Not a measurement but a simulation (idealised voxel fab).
Process module, titled voxel air gaps
Cross-sectional view cut (width: 150 nm; square cell size: 5 nm).
For the purposes of this document, a cross-section shall be understood as a grid of square cells, specified as bands listed in top-to-bottom order, each band consisting of one or more rows of cells. Heads up on the band format: heights come first, top then bottom, in nm. After that it's the materials left to right, each with its width in nm. A single material flagged "edge to edge" fills the whole band edge to edge, and "blank" means there's empty space there. Heights are measured from 0, the level below which the as-received wafer is all one material; the lowest band has no bottom and continues downward, written as in "top 0, no bottom". Per-row width for "30 to 40": begins at first number (top row of band), ends at second number (bottom row), increment between rows held constant. You'll sometimes find "nothing got changed" written for a step, and that's the way of saying that nowhere in the cross-section did a cell change during that step. "Entrapped voids" lists enclosed empty spaces (at least 8 cells, no open path upward to the top), each as width x height at distance from the left edge, in nm. If you see something after the settings on a step's line, that's the simulator's own remark about that step. A step's line can hold "overlay nm"; with a mask on that step, the setting says how far right of the planned place the mask lay, while a negative setting says it lay to the left.
Planned process steps:
1 RECEIVE with material Si
2 CONFORMAL_DEP with material SiO2, thk nm 10
3 CONFORMAL_DEP with material SiN, thk nm 5
4 DIRECTIONAL_DEP with material SiO2, thk nm 30
5 MASKED_ETCH with tone open, mask id LINES, width nm 15, pitch nm 45, etch materials SiO2, depth nm 30, overlay nm 0
6 CONFORMAL_DEP with material TiN, thk nm 5
7 FILL_DEP with material Ru, thk nm 10
8 CMP with height nm 45
9 EPI with material Ru, thk nm 10
10 SELECTIVE_ETCH with etch materials SiO2, depth nm 40
11 CONFORMAL_DEP with material SiN, thk nm 5
Cross-sectional view of the wafer in its as-received condition, corresponding to the state after step 1:
- top 0, no bottom: Si edge to edge
- Entrapped voids: none
Cross-section, end of module. Start: as above. Plan: as above. Execution: one mistake:
- top 60, bottom 55: 5 nm blank / 135 nm TiN / 10 nm blank
- top 55, bottom 45: 5 nm blank / 5 nm TiN / 35 nm Ru / 10 nm TiN / 35 nm Ru / 10 nm TiN / 35 nm Ru / 5 nm TiN / 10 nm blank
- top 45, bottom 40: 5 nm blank / 20 nm TiN / 5 nm Ru / 40 nm TiN / 5 nm Ru / 40 nm TiN / 5 nm Ru / 20 nm TiN / 10 nm blank
- top 40, bottom 20: 15 nm blank / 10 nm TiN / 5 nm Ru / 10 nm TiN / 20 nm blank / 10 nm TiN / 5 nm Ru / 10 nm TiN / 20 nm blank / 10 nm TiN / 5 nm Ru / 10 nm TiN / 20 nm blank
- top 20, bottom 15: TiN edge to edge
- top 15, bottom 10: SiN edge to edge
- top 10, bottom 0: SiO2 edge to edge
- top 0, no bottom: Si edge to edge
- Entrapped voids: 20 x 20 at 40; 20 x 20 at 85
Deviation noted in wafer processing: step 11 ran as: CONFORMAL_DEP with material TiN, thk nm 5
